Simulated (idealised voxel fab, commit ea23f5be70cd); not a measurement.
process module | voxel transistor to metal
cross-section cut | 165 nm wide | cells 5 nm
A cross-section is a grid of square cells, given in bands from the top down. A band is one or more rows of cells.
Each band's line starts with the height of the band's top and of its bottom, in nm. Then come its materials from left to right, each with its width in nm. One material with "throughout" fills the band from edge to edge. "air" is empty space.
Height 0 is the level under which the wafer as received is all one material. The lowest band goes on downwards, as in "0 down".
A width such as "30 to 40" changes by the same amount from each row of cells to the next, from the band's top row to its bottom row.
"no change" after a step means that no cell of the cross-section changed.
closed voids: empty space of 8 cells or more with no open way to the top, each as width x height at its distance from the left edge, in nm
after a step's settings: what the simulator itself notes on the step
overlay nm, on a step with a mask: how far to the right of its planned place the mask lay; to the left if negative
plan
1 op RECEIVE | material Si
2 op OXIDIZE | depth nm 5
3 op CONFORMAL_DEP | material SiN | thk nm 15
4 op MASKED_ETCH | tone cover | mask id ACTIVE | width nm 105 | etch materials SiN | depth nm 15 | overlay nm 0
5 op MASKED_ETCH | tone cover | mask id ACTIVE | width nm 105 | etch materials SiO2 | depth nm 5 | overlay nm 0
6 op MASKED_ETCH | tone cover | mask id ACTIVE | width nm 105 | etch materials Si | depth nm 35 | overlay nm 0
7 op FILL_DEP | material SiO2 | thk nm 10
8 op CMP | height nm 15
9 op SELECTIVE_ETCH | etch materials SiO2 | depth nm 15
10 op STRIP | etch materials SiN
11 op SELECTIVE_ETCH | etch materials SiO2 | depth nm 5
12 op OXIDIZE | depth nm 5
13 op DIRECTIONAL_DEP | material polySi | thk nm 20
14 op DIRECTIONAL_DEP | material SiCN | thk nm 15
15 op PATTERN | tone cover | mask id GATE | material resist | width nm 15 | thk nm 15 | overlay nm 0
16 op DIRECTIONAL_ETCH | etch materials SiCN | depth nm 25
17 op DIRECTIONAL_ETCH | etch materials polySi | depth nm 30
18 op STRIP | etch materials resist
19 op CONFORMAL_DEP | material SiN | thk nm 5
20 op DIRECTIONAL_ETCH | etch materials SiN | depth nm 5
21 op DIRECTIONAL_ETCH | etch materials SiO2 | depth nm 5
22 op DIRECTIONAL_ETCH | etch materials Si | depth nm 15
23 op EPI | material SiGe | thk nm 15
24 op FILL_DEP | material SiO2 | thk nm 5
25 op CMP | height nm 30
26 op DIRECTIONAL_DEP | material SiO2 | thk nm 10
27 op DIRECTIONAL_DEP | material aC | thk nm 10
28 op PATTERN | tone open | mask id CONTACT | material resist | width nm 20 | pitch nm 75 | thk nm 25 | overlay nm 0
29 op DIRECTIONAL_ETCH | etch materials aC | depth nm 10
30 op STRIP | etch materials resist
31 op DIRECTIONAL_ETCH | etch materials SiO2 | depth nm 50
32 op STRIP | etch materials aC
33 op CONFORMAL_DEP | material TiN | thk nm 5
34 op FILL_DEP | material Ru | thk nm 5
35 op CMP | height nm 40
36 op DIRECTIONAL_DEP | material TiN | thk nm 5
37 op DIRECTIONAL_DEP | material Ru | thk nm 25
38 op PATTERN | tone cover | mask id METAL_1 | material resist | width nm 20 | pitch nm 75 | thk nm 15 | overlay nm 0
39 op DIRECTIONAL_ETCH | etch materials Ru | depth nm 25
40 op DIRECTIONAL_ETCH | etch materials TiN | depth nm 5
41 op STRIP | etch materials resist
42 op CONFORMAL_DEP | material SiCN | thk nm 5
43 op FILL_DEP | material SiO2 | thk nm 10
44 op CMP | height nm 70
45 op CONFORMAL_DEP | material SiN | thk nm 5
first wafer, as planned
as received, after step 1
  0 down: Si throughout
  closed voids: none
after step 2
  0 to -5: SiO2 throughout
  below -5: unchanged
after step 3
  15 to 0: SiN throughout
  below 0: unchanged
after step 4
  15 to 0: air 30 | SiN 105 | air 30
  below 0: unchanged
after step 5
  15 to 0: air 30 | SiN 105 | air 30
  0 to -5: air 30 | SiO2 105 | air 30
  below -5: unchanged
after step 6
  15 to 0: air 30 | SiN 105 | air 30
  0 to -5: air 30 | SiO2 105 | air 30
  -5 to -40: air 30 | Si 105 | air 30
  below -40: unchanged
after step 7
  25 to 15: SiO2 throughout
  15 to 0: SiO2 30 | SiN 105 | SiO2 30
  0 to -5: SiO2 throughout
  -5 to -40: SiO2 30 | Si 105 | SiO2 30
  below -40: unchanged
after step 8
  15 to 0: SiO2 30 | SiN 105 | SiO2 30
  below 0: unchanged
after step 9
  15 to 0: air 30 | SiN 105 | air 30
  below 0: unchanged
after step 10
  0 to -5: SiO2 throughout
  below -5: unchanged
after step 11
  -5 to -40: SiO2 30 | Si 105 | SiO2 30
  below -40: unchanged
after step 12
  -5 to -10: SiO2 throughout
  below -10: unchanged
after step 13
  15 to -5: polySi throughout
  below -5: unchanged
after step 14
  30 to 15: SiCN throughout
  below 15: unchanged
after step 15
  45 to 30: air 75 | resist 15 | air 75
  below 30: unchanged
after step 16
  45 to 30: air 75 | resist 15 | air 75
  30 to 15: air 75 | SiCN 15 | air 75
  below 15: unchanged
after step 17
  45 to 30: air 75 | resist 15 | air 75
  30 to 15: air 75 | SiCN 15 | air 75
  15 to -5: air 75 | polySi 15 | air 75
  below -5: unchanged
after step 18
  30 to 15: air 75 | SiCN 15 | air 75
  below 15: unchanged
after step 19
  35 to 30: air 70 | SiN 25 | air 70
  30 to 15: air 70 | SiN 5 | SiCN 15 | SiN 5 | air 70
  15 to 0: air 70 | SiN 5 | polySi 15 | SiN 5 | air 70
  0 to -5: SiN 75 | polySi 15 | SiN 75
  below -5: unchanged
after step 20
  30 to 15: air 70 | SiN 5 | SiCN 15 | SiN 5 | air 70
  15 to -5: air 70 | SiN 5 | polySi 15 | SiN 5 | air 70
  below -5: unchanged
after step 21
  30 to 15: air 70 | SiN 5 | SiCN 15 | SiN 5 | air 70
  15 to -5: air 70 | SiN 5 | polySi 15 | SiN 5 | air 70
  -5 to -10: air 70 | SiO2 25 | air 70
  below -10: unchanged
after step 22
  30 to 15: air 70 | SiN 5 | SiCN 15 | SiN 5 | air 70
  15 to -5: air 70 | SiN 5 | polySi 15 | SiN 5 | air 70
  -5 to -10: air 70 | SiO2 25 | air 70
  -10 to -25: SiO2 30 | air 40 | Si 25 | air 40 | SiO2 30
  below -25: unchanged
after step 23
  30 to 15: air 70 | SiN 5 | SiCN 15 | SiN 5 | air 70
  15 to 5: air 70 | SiN 5 | polySi 15 | SiN 5 | air 70
  5 to -5: air 55 | SiGe 15 | SiN 5 | polySi 15 | SiN 5 | SiGe 15 | air 55
  -5 to -10: air 55 | SiGe 15 | SiO2 25 | SiGe 15 | air 55
  -10 to -25: SiO2 30 | SiGe 40 | Si 25 | SiGe 40 | SiO2 30
  below -25: unchanged
after step 24
  35 to 30: SiO2 throughout
  30 to 15: SiO2 70 | SiN 5 | SiCN 15 | SiN 5 | SiO2 70
  15 to 5: SiO2 70 | SiN 5 | polySi 15 | SiN 5 | SiO2 70
  5 to -5: SiO2 55 | SiGe 15 | SiN 5 | polySi 15 | SiN 5 | SiGe 15 | SiO2 55
  -5 to -10: SiO2 55 | SiGe 15 | SiO2 25 | SiGe 15 | SiO2 55
  below -10: unchanged
after step 25
  30 to 15: SiO2 70 | SiN 5 | SiCN 15 | SiN 5 | SiO2 70
  below 15: unchanged
after step 26
  40 to 30: SiO2 throughout
  below 30: unchanged
after step 27
  50 to 40: aC throughout
  below 40: unchanged
after step 28
  75 to 50: resist 35 | air 20 | resist 55 | air 20 | resist 35
  below 50: unchanged
after step 29
  65 to 50: resist 35 | air 20 | resist 55 | air 20 | resist 35
  50 to 40: aC 35 | air 20 | aC 55 | air 20 | aC 35
  below 40: unchanged
after step 30
  50 to 40: aC 35 | air 20 | aC 55 | air 20 | aC 35
  below 40: unchanged
after step 31
  50 to 40: aC 35 | air 20 | aC 55 | air 20 | aC 35
  40 to 30: SiO2 35 | air 20 | SiO2 55 | air 20 | SiO2 35
  30 to 15: SiO2 35 | air 20 | SiO2 15 | SiN 5 | SiCN 15 | SiN 5 | SiO2 15 | air 20 | SiO2 35
  15 to 5: SiO2 35 | air 20 | SiO2 15 | SiN 5 | polySi 15 | SiN 5 | SiO2 15 | air 20 | SiO2 35
  5 to -5: SiO2 35 | air 20 | SiGe 15 | SiN 5 | polySi 15 | SiN 5 | SiGe 15 | air 20 | SiO2 35
  -5 to -10: SiO2 35 | air 20 | SiGe 15 | SiO2 25 | SiGe 15 | air 20 | SiO2 35
  below -10: unchanged
after step 32
  40 to 30: SiO2 35 | air 20 | SiO2 55 | air 20 | SiO2 35
  below 30: unchanged
after step 33
  45 to 40: TiN 40 | air 10 | TiN 65 | air 10 | TiN 40
  40 to 30: SiO2 35 | TiN 5 | air 10 | TiN 5 | SiO2 55 | TiN 5 | air 10 | TiN 5 | SiO2 35
  30 to 15: SiO2 35 | TiN 5 | air 10 | TiN 5 | SiO2 15 | SiN 5 | SiCN 15 | SiN 5 | SiO2 15 | TiN 5 | air 10 | TiN 5 | SiO2 35
  15 to 5: SiO2 35 | TiN 5 | air 10 | TiN 5 | SiO2 15 | SiN 5 | polySi 15 | SiN 5 | SiO2 15 | TiN 5 | air 10 | TiN 5 | SiO2 35
  5 to -5: SiO2 35 | TiN 5 | air 10 | TiN 5 | SiGe 15 | SiN 5 | polySi 15 | SiN 5 | SiGe 15 | TiN 5 | air 10 | TiN 5 | SiO2 35
  -5 to -10: SiO2 35 | TiN 20 | SiGe 15 | SiO2 25 | SiGe 15 | TiN 20 | SiO2 35
  below -10: unchanged
after step 34
  50 to 45: Ru throughout
  45 to 40: TiN 40 | Ru 10 | TiN 65 | Ru 10 | TiN 40
  40 to 30: SiO2 35 | TiN 5 | Ru 10 | TiN 5 | SiO2 55 | TiN 5 | Ru 10 | TiN 5 | SiO2 35
  30 to 15: SiO2 35 | TiN 5 | Ru 10 | TiN 5 | SiO2 15 | SiN 5 | SiCN 15 | SiN 5 | SiO2 15 | TiN 5 | Ru 10 | TiN 5 | SiO2 35
  15 to 5: SiO2 35 | TiN 5 | Ru 10 | TiN 5 | SiO2 15 | SiN 5 | polySi 15 | SiN 5 | SiO2 15 | TiN 5 | Ru 10 | TiN 5 | SiO2 35
  5 to -5: SiO2 35 | TiN 5 | Ru 10 | TiN 5 | SiGe 15 | SiN 5 | polySi 15 | SiN 5 | SiGe 15 | TiN 5 | Ru 10 | TiN 5 | SiO2 35
  below -5: unchanged
after step 35
  40 to 30: SiO2 35 | TiN 5 | Ru 10 | TiN 5 | SiO2 55 | TiN 5 | Ru 10 | TiN 5 | SiO2 35
  below 30: unchanged
after step 36
  45 to 40: TiN throughout
  below 40: unchanged
after step 37
  70 to 45: Ru throughout
  below 45: unchanged
after step 38
  85 to 70: air 35 | resist 20 | air 55 | resist 20 | air 35
  below 70: unchanged
after step 39
  85 to 70: air 35 | resist 20 | air 55 | resist 20 | air 35
  70 to 45: air 35 | Ru 20 | air 55 | Ru 20 | air 35
  below 45: unchanged
after step 40
  85 to 70: air 35 | resist 20 | air 55 | resist 20 | air 35
  70 to 45: air 35 | Ru 20 | air 55 | Ru 20 | air 35
  45 to 40: air 35 | TiN 20 | air 55 | TiN 20 | air 35
  below 40: unchanged
after step 41
  70 to 45: air 35 | Ru 20 | air 55 | Ru 20 | air 35
  below 45: unchanged
after step 42
  75 to 70: air 30 | SiCN 30 | air 45 | SiCN 30 | air 30
  70 to 45: air 30 | SiCN 5 | Ru 20 | SiCN 5 | air 45 | SiCN 5 | Ru 20 | SiCN 5 | air 30
  45 to 40: SiCN 35 | TiN 20 | SiCN 55 | TiN 20 | SiCN 35
  below 40: unchanged
after step 43
  85 to 75: SiO2 throughout
  75 to 70: SiO2 30 | SiCN 30 | SiO2 45 | SiCN 30 | SiO2 30
  70 to 45: SiO2 30 | SiCN 5 | Ru 20 | SiCN 5 | SiO2 45 | SiCN 5 | Ru 20 | SiCN 5 | SiO2 30
  below 45: unchanged
after step 44
  70 to 45: SiO2 30 | SiCN 5 | Ru 20 | SiCN 5 | SiO2 45 | SiCN 5 | Ru 20 | SiCN 5 | SiO2 30
  below 45: unchanged
after step 45
  75 to 70: SiN throughout
  below 70: unchanged
second wafer: like start, like plan, one mistake. Through step 27 it matches the first wafer
when step 28 should have ended
  75 to 50: air 35 | resist 20 | air 55 | resist 20 | air 35
  below 50: unchanged
when step 29 should have ended
  65 to 50: air 35 | resist 20 | air 55 | resist 20 | air 35
  50 to 40: air 35 | aC 20 | air 55 | aC 20 | air 35
  below 40: unchanged
when step 30 should have ended
  50 to 40: air 35 | aC 20 | air 55 | aC 20 | air 35
  below 40: unchanged
when step 31 should have ended
  50 to 40: air 35 | aC 20 | air 55 | aC 20 | air 35
  40 to 30: air 35 | SiO2 20 | air 55 | SiO2 20 | air 35
  30 to 15: air 35 | SiO2 20 | air 15 | SiN 5 | SiCN 15 | SiN 5 | air 15 | SiO2 20 | air 35
  15 to 5: air 35 | SiO2 20 | air 15 | SiN 5 | polySi 15 | SiN 5 | air 15 | SiO2 20 | air 35
  5 to -5: air 35 | SiO2 20 | SiGe 15 | SiN 5 | polySi 15 | SiN 5 | SiGe 15 | SiO2 20 | air 35
  -5 to -10: air 35 | SiO2 20 | SiGe 15 | SiO2 25 | SiGe 15 | SiO2 20 | air 35
  below -10: unchanged
when step 32 should have ended
  40 to 30: air 35 | SiO2 20 | air 55 | SiO2 20 | air 35
  below 30: unchanged
when step 33 should have ended
  45 to 40: air 30 | TiN 30 | air 45 | TiN 30 | air 30
  40 to 35: air 30 | TiN 5 | SiO2 20 | TiN 5 | air 45 | TiN 5 | SiO2 20 | TiN 5 | air 30
  35 to 30: air 30 | TiN 5 | SiO2 20 | TiN 5 | air 5 | TiN 35 | air 5 | TiN 5 | SiO2 20 | TiN 5 | air 30
  30 to 15: air 30 | TiN 5 | SiO2 20 | TiN 5 | air 5 | TiN 5 | SiN 5 | SiCN 15 | SiN 5 | TiN 5 | air 5 | TiN 5 | SiO2 20 | TiN 5 | air 30
  15 to 10: air 30 | TiN 5 | SiO2 20 | TiN 5 | air 5 | TiN 5 | SiN 5 | polySi 15 | SiN 5 | TiN 5 | air 5 | TiN 5 | SiO2 20 | TiN 5 | air 30
  10 to 5: air 30 | TiN 5 | SiO2 20 | TiN 15 | SiN 5 | polySi 15 | SiN 5 | TiN 15 | SiO2 20 | TiN 5 | air 30
  5 to -5: air 30 | TiN 5 | SiO2 20 | SiGe 15 | SiN 5 | polySi 15 | SiN 5 | SiGe 15 | SiO2 20 | TiN 5 | air 30
  -5 to -10: TiN 35 | SiO2 20 | SiGe 15 | SiO2 25 | SiGe 15 | SiO2 20 | TiN 35
  below -10: unchanged
when step 34 should have ended
  50 to 45: Ru throughout
  45 to 40: Ru 30 | TiN 30 | Ru 45 | TiN 30 | Ru 30
  40 to 35: Ru 30 | TiN 5 | SiO2 20 | TiN 5 | Ru 45 | TiN 5 | SiO2 20 | TiN 5 | Ru 30
  35 to 30: Ru 30 | TiN 5 | SiO2 20 | TiN 5 | Ru 5 | TiN 35 | Ru 5 | TiN 5 | SiO2 20 | TiN 5 | Ru 30
  30 to 15: Ru 30 | TiN 5 | SiO2 20 | TiN 5 | Ru 5 | TiN 5 | SiN 5 | SiCN 15 | SiN 5 | TiN 5 | Ru 5 | TiN 5 | SiO2 20 | TiN 5 | Ru 30
  15 to 10: Ru 30 | TiN 5 | SiO2 20 | TiN 5 | Ru 5 | TiN 5 | SiN 5 | polySi 15 | SiN 5 | TiN 5 | Ru 5 | TiN 5 | SiO2 20 | TiN 5 | Ru 30
  10 to 5: Ru 30 | TiN 5 | SiO2 20 | TiN 15 | SiN 5 | polySi 15 | SiN 5 | TiN 15 | SiO2 20 | TiN 5 | Ru 30
  5 to -5: Ru 30 | TiN 5 | SiO2 20 | SiGe 15 | SiN 5 | polySi 15 | SiN 5 | SiGe 15 | SiO2 20 | TiN 5 | Ru 30
  below -5: unchanged
when step 35 should have ended
  40 to 35: Ru 30 | TiN 5 | SiO2 20 | TiN 5 | Ru 45 | TiN 5 | SiO2 20 | TiN 5 | Ru 30
  below 35: unchanged
when step 36 should have ended
  45 to 40: TiN throughout
  below 40: unchanged
when step 37 should have ended
  70 to 45: Ru throughout
  below 45: unchanged
when step 38 should have ended
  85 to 70: air 35 | resist 20 | air 55 | resist 20 | air 35
  below 70: unchanged
when step 39 should have ended
  85 to 70: air 35 | resist 20 | air 55 | resist 20 | air 35
  70 to 45: air 35 | Ru 20 | air 55 | Ru 20 | air 35
  below 45: unchanged
when step 40 should have ended
  85 to 70: air 35 | resist 20 | air 55 | resist 20 | air 35
  70 to 45: air 35 | Ru 20 | air 55 | Ru 20 | air 35
  45 to 40: air 35 | TiN 20 | air 55 | TiN 20 | air 35
  below 40: unchanged
when step 41 should have ended
  70 to 45: air 35 | Ru 20 | air 55 | Ru 20 | air 35
  below 45: unchanged
when step 42 should have ended
  75 to 70: air 30 | SiCN 30 | air 45 | SiCN 30 | air 30
  70 to 45: air 30 | SiCN 5 | Ru 20 | SiCN 5 | air 45 | SiCN 5 | Ru 20 | SiCN 5 | air 30
  45 to 40: SiCN 35 | TiN 20 | SiCN 55 | TiN 20 | SiCN 35
  below 40: unchanged
when step 43 should have ended
  85 to 75: SiO2 throughout
  75 to 70: SiO2 30 | SiCN 30 | SiO2 45 | SiCN 30 | SiO2 30
  70 to 45: SiO2 30 | SiCN 5 | Ru 20 | SiCN 5 | SiO2 45 | SiCN 5 | Ru 20 | SiCN 5 | SiO2 30
  below 45: unchanged
when step 44 should have ended
  70 to 45: SiO2 30 | SiCN 5 | Ru 20 | SiCN 5 | SiO2 45 | SiCN 5 | Ru 20 | SiCN 5 | SiO2 30
  below 45: unchanged
when step 45 should have ended
  75 to 70: SiN throughout
  below 70: unchanged
what went wrong: step 28 ran as: op PATTERN | tone cover | mask id CONTACT | material resist | width nm 20 | pitch nm 75 | thk nm 25 | overlay nm 0
at the end the second wafer has, in cells: 91 more of Ru | 112 fewer of SiO2 | 21 more of TiN
